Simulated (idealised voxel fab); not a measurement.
A process module follows: voxel wiring stack.
The width of the displayed cross-section, cut, is 235 nm; its cells are square, with a size of 5 nm.
Cross-section, as written here: a square-cell grid given band by band from the top down, where a band holds one or more rows of cells. Band: top and bottom heights (nm) first, top before bottom; then materials from left to right, widths in nm. "everywhere" marks a sole material filling the band edge to edge. "empty" denotes empty space. Height datum 0, below which the as-received substrate wafer is one material. Lowest band open at the bottom, running downward: "top 0, no bottom". The notation "30 to 40" denotes a width that varies across the rows of cells in the band, beginning at the first number in the top row, finishing at the second number in the bottom row, and changing by an identical amount from each row to the next. Any step labelled "identical to before" changed none of the cells in the cross-section. Enclosed voids (no open way to top), threshold 8 cells or more, entry "Closed internal voids", notation width x height at distance, distance from left edge, nm. Past the settings on a step's line: simulator remark, on that step. overlay nm: on a step with a mask, how far right of its planned place the mask lay; negative means left.

### List of planned process steps
1 op RECEIVE | material Si
2 op CONFORMAL_DEP | material SiO2 | thk nm 10
3 op CONFORMAL_DEP | material SiCN | thk nm 5
4 op DIRECTIONAL_DEP | material SiO2 | thk nm 25
5 op MASKED_ETCH | tone open | mask id METAL_1 | width nm 25 | pitch nm 45 | etch materials SiO2 | depth nm 25 | overlay nm 0
6 op MASKED_ETCH | tone open | mask id METAL_1 | width nm 25 | pitch nm 45 | etch materials SiCN | depth nm 5 | overlay nm 0
7 op CONFORMAL_DEP | material TiN | thk nm 5
8 op FILL_DEP | material Cu | thk nm 10
9 op CMP | height nm 40
10 op CONFORMAL_DEP | material SiCN | thk nm 5
11 op DIRECTIONAL_DEP | material lowk | thk nm 30
12 op DIRECTIONAL_DEP | material aC | thk nm 10
13 op PATTERN | tone open | mask id METAL_2_HOLES | material resist | width nm 15 | pitch nm 90 | thk nm 30 | overlay nm 0
14 op DIRECTIONAL_ETCH | etch materials aC | depth nm 10
15 op STRIP | etch materials resist
16 op DIRECTIONAL_ETCH | etch materials lowk | depth nm 30
17 op STRIP | etch materials aC
18 op MASKED_ETCH | tone open | mask id METAL_2 | width nm 25 | pitch nm 45 | etch materials lowk | depth nm 20 | overlay nm 0
19 op MASKED_ETCH | tone open | mask id METAL_2 | width nm 25 | pitch nm 45 | etch materials SiCN | depth nm 5 | overlay nm 0
20 op CONFORMAL_DEP | material TiN | thk nm 5
21 op FILL_DEP | material Cu | thk nm 5
22 op CMP | height nm 75
23 op CONFORMAL_DEP | material SiCN | thk nm 5
24 op DIRECTIONAL_DEP | material lowk | thk nm 20
25 op MASKED_ETCH | tone open | mask id PLUG_2 | width nm 15 | pitch nm 90 | etch materials lowk | depth nm 20 | overlay nm 0
26 op MASKED_ETCH | tone open | mask id PLUG_2 | width nm 15 | pitch nm 90 | etch materials SiCN | depth nm 5 | overlay nm 0
27 op EPI | material Ru | thk nm 10
28 op EPI | material Ru | thk nm 10
29 op EPI | material Ru | thk nm 5
30 op CONFORMAL_DEP | material SiN | thk nm 5
31 op DIRECTIONAL_DEP | material lowk | thk nm 15
32 op PATTERN | tone open | mask id METAL_3 | material resist | width nm 25 | pitch nm 45 | thk nm 20 | overlay nm 0
33 op DIRECTIONAL_ETCH | etch materials lowk | depth nm 15
34 op DIRECTIONAL_ETCH | etch materials SiN | depth nm 5
35 op STRIP | etch materials resist
36 op CONFORMAL_DEP | material TiN | thk nm 5
37 op FILL_DEP | material Cu | thk nm 10
38 op CMP | height nm 120
39 op EPI | material Ru | thk nm 5
40 op FILL_DEP | material SiCN | thk nm 5
41 op DIRECTIONAL_DEP | material SiO2 | thk nm 10
42 op PATTERN | tone open | mask id PLUG_3 | material resist | width nm 15 | pitch nm 45 | thk nm 15 | overlay nm 0
43 op DIRECTIONAL_ETCH | etch materials SiO2 | depth nm 10
44 op DIRECTIONAL_ETCH | etch materials SiCN | depth nm 5
45 op STRIP | etch materials resist
46 op EPI | material Ru | thk nm 10
47 op EPI | material Ru | thk nm 5
48 op CONFORMAL_DEP | material SiCN | thk nm 5
49 op DIRECTIONAL_DEP | material SiO2 | thk nm 20
50 op PATTERN | tone open | mask id METAL_4 | material resist | width nm 25 | pitch nm 45 | thk nm 15 | overlay nm 0
51 op DIRECTIONAL_ETCH | etch materials SiO2 | depth nm 20
52 op DIRECTIONAL_ETCH | etch materials SiCN | depth nm 5
53 op STRIP | etch materials resist
54 op CONFORMAL_DEP | material TiN | thk nm 5
55 op FILL_DEP | material W | thk nm 10
56 op CMP | height nm 165
57 op CONFORMAL_DEP | material SiCN | thk nm 5

### Here's what the wafer looked like in cross-section when it arrived - that's after step 1
  top 0, no bottom = Si everywhere
  Closed internal voids: none

### Cross-sectional result after module completion. Note: starting condition and plan are unchanged from above; one processing mistake was made
  top 170, bottom 165 = SiCN everywhere
  top 165, bottom 145 = SiO2 (60)  TiN (5)  W (15)  TiN (5)  SiO2 (20)  TiN (5)  W (15)  TiN (5)  SiO2 (20)  TiN (5)  W (15)  TiN (5)  SiO2 (60)
  top 145, bottom 140 = SiCN (60)  TiN (25)  SiCN (20)  TiN (25)  SiCN (20)  TiN (25)  SiCN (60)
  top 140, bottom 130 = SiO2 (60)  SiCN (5)  TiN (5)  SiCN (5)  SiO2 (30)  SiCN (5)  TiN (5)  SiCN (5)  SiO2 (30)  SiCN (5)  TiN (5)  SiCN (5)  SiO2 (70)
  top 130, bottom 120 = SiCN (60 to 55)  Ru (15 to 35)  SiCN (30 to 10)  Ru (15 to 35)  SiCN (30 to 10)  Ru (15 to 35)  SiCN (70 to 55)
  top 120, bottom 105 = lowk (60)  TiN (5)  Cu (15)  TiN (5)  lowk (20)  TiN (5)  Cu (15)  TiN (5)  lowk (20)  TiN (5)  Cu (15)  TiN (5)  lowk (60)
  top 105, bottom 100 = SiN (60)  TiN (25)  SiN (20)  TiN (25)  SiN (20)  TiN (25)  SiN (60)
  top 100, bottom 80 = lowk (60)  Ru (15)  lowk (75)  Ru (15)  lowk (70)
  top 80, bottom 75 = SiCN (60)  Ru (15)  SiCN (75)  Ru (15)  SiCN (70)
  top 75, bottom 60 = lowk (60)  TiN (5)  Cu (15)  TiN (5)  lowk (20)  TiN (5)  Cu (15)  TiN (5)  lowk (20)  TiN (5)  Cu (15)  TiN (5)  lowk (60)
  top 60, bottom 55 = lowk (60)  TiN (5)  Cu (5)  TiN (15)  lowk (20)  TiN (25)  lowk (20)  TiN (5)  Cu (5)  TiN (15)  lowk (60)
  top 55, bottom 45 = lowk (60)  TiN (5)  Cu (5)  TiN (5)  lowk (75)  TiN (5)  Cu (5)  TiN (5)  lowk (70)
  top 45, bottom 40 = SiCN (60)  TiN (15)  SiCN (75)  TiN (15)  SiCN (70)
  top 40, bottom 15 = SiO2 (60)  TiN (5)  Cu (15)  TiN (5)  SiO2 (20)  TiN (5)  Cu (15)  TiN (5)  SiO2 (20)  TiN (5)  Cu (15)  TiN (5)  SiO2 (60)
  top 15, bottom 10 = SiCN (60)  TiN (25)  SiCN (20)  TiN (25)  SiCN (20)  TiN (25)  SiCN (60)
  top 10, bottom 0 = SiO2 everywhere
  top 0, no bottom = Si everywhere
  Closed internal voids: none
Misprocessing identified: step 46 in the plan did not get run; it was skipped
